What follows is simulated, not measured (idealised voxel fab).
Title: Process Module voxel ribs on slabs
The figure presents cross-section cut, which has a width of 195 nm and is divided into square cells with an edge length of 5 nm.
In what follows, cross-sections appear as grids of square cells, described through bands that run from the top down, where every band is one or more rows of cells.
It is stipulated that each band's entry specify, in nanometres, the height of the top of the band and then that of its bottom, followed by the materials of the band in left-to-right sequence, each together with its width in nanometres. A single material marked by the word "edge to edge" is understood to fill the band from edge to edge; the word "blank" is understood to denote empty space.
Where do heights start? At 0: under that level the wafer as delivered is made of one material only. And the lowest band has no floor; it just carries on downward, as in "0 down".
Note: "30 to 40" means the width goes from the first number (top row of the band) to the second number (bottom row) in equal steps per row of cells.
It should be understood that the words "nothing changed", when stated for a given step, signify that the cross-section underwent no change in any of its cells during that step.
Closed empty spaces (no open way to the top) of 8 cells or more are what "Closed internal voids" lists, each as width x height at distance from the left edge, nm for all three.
Step line, after settings: the simulator's comment on this step.
A step line may carry the setting "overlay nm", which, for steps involving a mask, states the distance by which the mask lay to the right of its intended position; negative values denote displacement to the left.
Steps in the process plan:
| 1 | RECEIVE with material Si |
| 2 | DIRECTIONAL_DEP with material SiO2, thk nm 20 |
| 3 | DIRECTIONAL_DEP with material SiN, thk nm 25 |
| 4 | MASKED_ETCH with tone cover, mask id RIB, width nm 15, etch materials SiN, depth nm 5, overlay nm 0 |
| 5 | PATTERN with tone cover, mask id SLAB, material resist, width nm 55, thk nm 15, overlay nm 0 |
| 6 | DIRECTIONAL_ETCH with etch materials SiN, depth nm 20 |
| 7 | STRIP with etch materials resist |
| 8 | FILL_DEP with material SiO2, thk nm 30 |
| 9 | CMP with height nm 65 |
| 10 | DIRECTIONAL_DEP with material W, thk nm 10 |
| 11 | DIRECTIONAL_DEP with material aC, thk nm 10 |
| 12 | PATTERN with tone cover, mask id HEATER, material resist, width nm 25, thk nm 25, overlay nm 0 |
| 13 | DIRECTIONAL_ETCH with etch materials aC, depth nm 10 |
| 14 | STRIP with etch materials resist |
| 15 | DIRECTIONAL_ETCH with etch materials W, depth nm 10 |
| 16 | STRIP with etch materials aC |
| 17 | CONFORMAL_DEP with material SiN, thk nm 10 |
Cross-section of the wafer at receipt, which is the condition after step 1:
    0 down = Si edge to edge
    Closed internal voids: none
Wafer cross-section at module end: first of two, run to plan:
    85 to 75 = 75 of blank / 45 of SiN / 75 of blank
    75 to 65 = 85 of SiN / 25 of W / 85 of SiN
    65 to 45 = SiO2 edge to edge
    45 to 40 = 90 of SiO2 / 15 of SiN / 90 of SiO2
    40 to 20 = 70 of SiO2 / 55 of SiN / 70 of SiO2
    20 to 0 = SiO2 edge to edge
    0 down = Si edge to edge
    Closed internal voids: none
Cross-section, wafer two of two, end of module: same start and plan as wafer one, one error in execution:
    85 to 75 = 75 of blank / 45 of SiN / 75 of blank
    75 to 65 = 85 of SiN / 25 of W / 85 of SiN
    65 to 60 = 90 of SiO2 / 15 of SiN / 90 of SiO2
    60 to 40 = 70 of SiO2 / 55 of SiN / 70 of SiO2
    40 to 0 = SiO2 edge to edge
    0 down = Si edge to edge
    Closed internal voids: none
what went wrong: it should be noted that step 2 of the plan was executed twice
Upon completion, the cell count for each material on the second wafer equals that on the first, whereas the spatial distribution of those cells differs.
